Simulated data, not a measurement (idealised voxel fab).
process module | voxel trench capacitor
cross-section cut | 240 nm wide | cells 5 nm
A cross-section is a grid of square cells, given in bands from the top down. A band is one or more rows of cells.
Each band's line starts with the height of the band's top and of its bottom, in nm. Then come its materials from left to right, each with its width in nm. One material with "throughout" fills the band from edge to edge. "air" is empty space.
Height 0 is the level under which the wafer as received is all one material. The lowest band goes on downwards, as in "0 down".
A width such as "30 to 40" changes by the same amount from each row of cells to the next, from the band's top row to its bottom row.
"no change" after a step means that no cell of the cross-section changed.
closed voids: empty space of 8 cells or more with no open way to the top, each as width x height at its distance from the left edge, in nm
after a step's settings: what the simulator itself notes on the step
overlay nm, on a step with a mask: how far to the right of its planned place the mask lay; to the left if negative
plan
1 op RECEIVE | material Si
2 op CONFORMAL_DEP | material SiN | thk nm 10
3 op PATTERN | tone open | mask id TRENCH | material resist | width nm 25 | pitch nm 50 | thk nm 15 | overlay nm 0
4 op DIRECTIONAL_ETCH | etch materials SiN | depth nm 10
5 op DIRECTIONAL_ETCH | etch materials Si | depth nm 40
6 op STRIP | etch materials resist
7 op CONFORMAL_DEP | material HfO2 | thk nm 5
8 op CONFORMAL_DEP | material TiN | thk nm 5
9 op FILL_DEP | material W | thk nm 5
10 op CMP | height nm 10
as received, after step 1
  0 down: Si throughout
  closed voids: none
first wafer at the end, as planned
  10 to 0: SiN 55 | HfO2 5 | TiN 5 | W 5 | TiN 5 | HfO2 5 | SiN 25 | HfO2 5 | TiN 5 | W 5 | TiN 5 | HfO2 5 | SiN 25 | HfO2 5 | TiN 5 | W 5 | TiN 5 | HfO2 5 | SiN 60
  0 to -30: Si 55 | HfO2 5 | TiN 5 | W 5 | TiN 5 | HfO2 5 | Si 25 | HfO2 5 | TiN 5 | W 5 | TiN 5 | HfO2 5 | Si 25 | HfO2 5 | TiN 5 | W 5 | TiN 5 | HfO2 5 | Si 60
  -30 to -35: Si 55 | HfO2 5 | TiN 15 | HfO2 5 | Si 25 | HfO2 5 | TiN 15 | HfO2 5 | Si 25 | HfO2 5 | TiN 15 | HfO2 5 | Si 60
  -35 to -40: Si 55 | HfO2 25 | Si 25 | HfO2 25 | Si 25 | HfO2 25 | Si 60
  -40 down: Si throughout
  closed voids: none
second wafer at the end: like start, like plan, one mistake
  10 to 0: SiN 50 | HfO2 5 | TiN 5 | W 15 | TiN 5 | HfO2 5 | SiN 15 | HfO2 5 | TiN 5 | W 15 | TiN 5 | HfO2 5 | SiN 15 | HfO2 5 | TiN 5 | W 15 | TiN 5 | HfO2 5 | SiN 55
  0 to -30: Si 50 | HfO2 5 | TiN 5 | W 15 | TiN 5 | HfO2 5 | Si 15 | HfO2 5 | TiN 5 | W 15 | TiN 5 | HfO2 5 | Si 15 | HfO2 5 | TiN 5 | W 15 | TiN 5 | HfO2 5 | Si 55
  -30 to -35: Si 50 | HfO2 5 | TiN 25 | HfO2 5 | Si 15 | HfO2 5 | TiN 25 | HfO2 5 | Si 15 | HfO2 5 | TiN 25 | HfO2 5 | Si 55
  -35 to -40: Si 50 | HfO2 35 | Si 15 | HfO2 35 | Si 15 | HfO2 35 | Si 55
  -40 down: Si throughout
  closed voids: none
what went wrong: step 3 ran as: op PATTERN | tone open | mask id TRENCH | material resist | width nm 35 | pitch nm 50 | thk nm 15 | overlay nm 0
at the end the second wafer has, in cells: 6 more of HfO2 | 48 fewer of Si | 12 fewer of SiN | 6 more of TiN | 48 more of W
